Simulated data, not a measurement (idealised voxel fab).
This is a process module. Its name is voxel self aligned contacts.
Square cells of 5 nm make up the cross-section cut, whose width is 265 nm.
For the purposes of this document, a cross-section shall be understood as a grid of square cells, specified as bands listed in top-to-bottom order, each band consisting of one or more rows of cells. Quick guide to a band line: top height, bottom height (nm) up front; then every material left to right with its width in nm. Only one material and it's marked "all across"? Then it fills the band edge to edge. And "air" just means empty space. Heights from 0 (as-received wafer is one material below). Bottom band endless downward, as "from 0 down". A width such as "30..40" changes by the same amount from each row of cells to the next, from the band's top row to its bottom row. Step note "no alterations made" = no cross-section cell changed. You'll see "Fully sealed voids" listing empty spaces that have no way open to the top, as long as they're 8 cells or more; the notation is width x height at distance, where the distance is from the left edge, and all of it is in nm. The remark found on a step's line after its settings is issued by the simulator itself and pertains to that step. What "overlay nm" on a step's line means: if the step has a mask, that mask lay this far to the right of its planned place, or, when the value is negative, to the left.
-- Here's what the planned process steps look like
1 RECEIVE: material Si
2 OXIDIZE: depth nm 5
3 DIRECTIONAL_DEP: material polySi, thk nm 30
4 DIRECTIONAL_DEP: material SiN, thk nm 20
5 DIRECTIONAL_DEP: material aC, thk nm 15
6 PATTERN: tone cover, mask id GATE, material resist, width nm 35, pitch nm 70, thk nm 30, overlay nm 0
7 DIRECTIONAL_ETCH: etch materials aC, depth nm 15
8 STRIP: etch materials resist
9 DIRECTIONAL_ETCH: etch materials SiN, depth nm 20
10 DIRECTIONAL_ETCH: etch materials polySi, depth nm 30
11 STRIP: etch materials aC
12 CONFORMAL_DEP: material SiN, thk nm 5
13 DIRECTIONAL_ETCH: etch materials SiN, depth nm 5
14 FILL_DEP: material SiO2, thk nm 10
15 CMP: height nm 55
16 PATTERN: tone open, mask id CONTACT, material resist, width nm 55, thk nm 15, overlay nm -15
17 DIRECTIONAL_ETCH: etch materials SiO2, depth nm 60
18 STRIP: etch materials resist
19 CONFORMAL_DEP: material TiN, thk nm 5
20 FILL_DEP: material Ru, thk nm 10
21 CMP: height nm 55
22 CONFORMAL_DEP: material SiN, thk nm 5
Across this set of wafers, the varied parameter is the overlay nm of step 16. Starting conditions are identical for every wafer, and the plan reports the value assigned to the first wafer.
-- Cut through the first of several wafers as received, post step 1
  from 0 down | Si all across
  Fully sealed voids: none
-- Module finished, last step 22 done: cross-section of the first of several wafers
  from 60 to 55 | SiN all across
  from 55 to 50 | SiO2 90, then TiN 35, then Ru 15, then TiN 5, then SiO2 120
  from 50 to 30 | SiO2 75, then SiN 45, then TiN 5, then Ru 15, then TiN 5, then SiN 45, then SiO2 75
  from 30 to 0 | SiO2 75, then SiN 5, then polySi 35, then SiN 5, then TiN 5, then Ru 15, then TiN 5, then SiN 5, then polySi 35, then SiN 5, then SiO2 75
  from 0 to -5 | SiO2 120, then TiN 25, then SiO2 120
  from -5 down | Si all across
  Fully sealed voids: none
-- Cross-sectional view of the final wafer of several at the module's end
  from 60 to 55 | SiN all across
  from 55 to 50 | SiO2 120, then TiN 5, then Ru 15, then TiN 35, then SiO2 90
  from 50 to 30 | SiO2 75, then SiN 45, then TiN 5, then Ru 15, then TiN 5, then SiN 45, then SiO2 75
  from 30 to 0 | SiO2 75, then SiN 5, then polySi 35, then SiN 5, then TiN 5, then Ru 15, then TiN 5, then SiN 5, then polySi 35, then SiN 5, then SiO2 75
  from 0 to -5 | SiO2 120, then TiN 25, then SiO2 120
  from -5 down | Si all across
  Fully sealed voids: none
-- Quick key for the table: a row per wafer, taken at the end of the module. For each material it tells you how many cells the wafer gained (+) or lost (-) since it came in, and the closed voids come after
overlay nm -15; +33 Ru; -53 Si; +149 SiN; +390 SiO2; +33 TiN; +84 polySi; Fully sealed voids: none
overlay nm -10; +33 Ru; -53 Si; +149 SiN; +390 SiO2; +33 TiN; +84 polySi; Fully sealed voids: none
overlay nm -5; +33 Ru; -53 Si; +149 SiN; +390 SiO2; +33 TiN; +84 polySi; Fully sealed voids: none
overlay nm 0; +33 Ru; -53 Si; +149 SiN; +390 SiO2; +33 TiN; +84 polySi; Fully sealed voids: none
overlay nm 5; +33 Ru; -53 Si; +149 SiN; +390 SiO2; +33 TiN; +84 polySi; Fully sealed voids: none
overlay nm 10; +33 Ru; -53 Si; +149 SiN; +390 SiO2; +33 TiN; +84 polySi; Fully sealed voids: none
overlay nm 15; +33 Ru; -53 Si; +149 SiN; +390 SiO2; +33 TiN; +84 polySi; Fully sealed voids: none
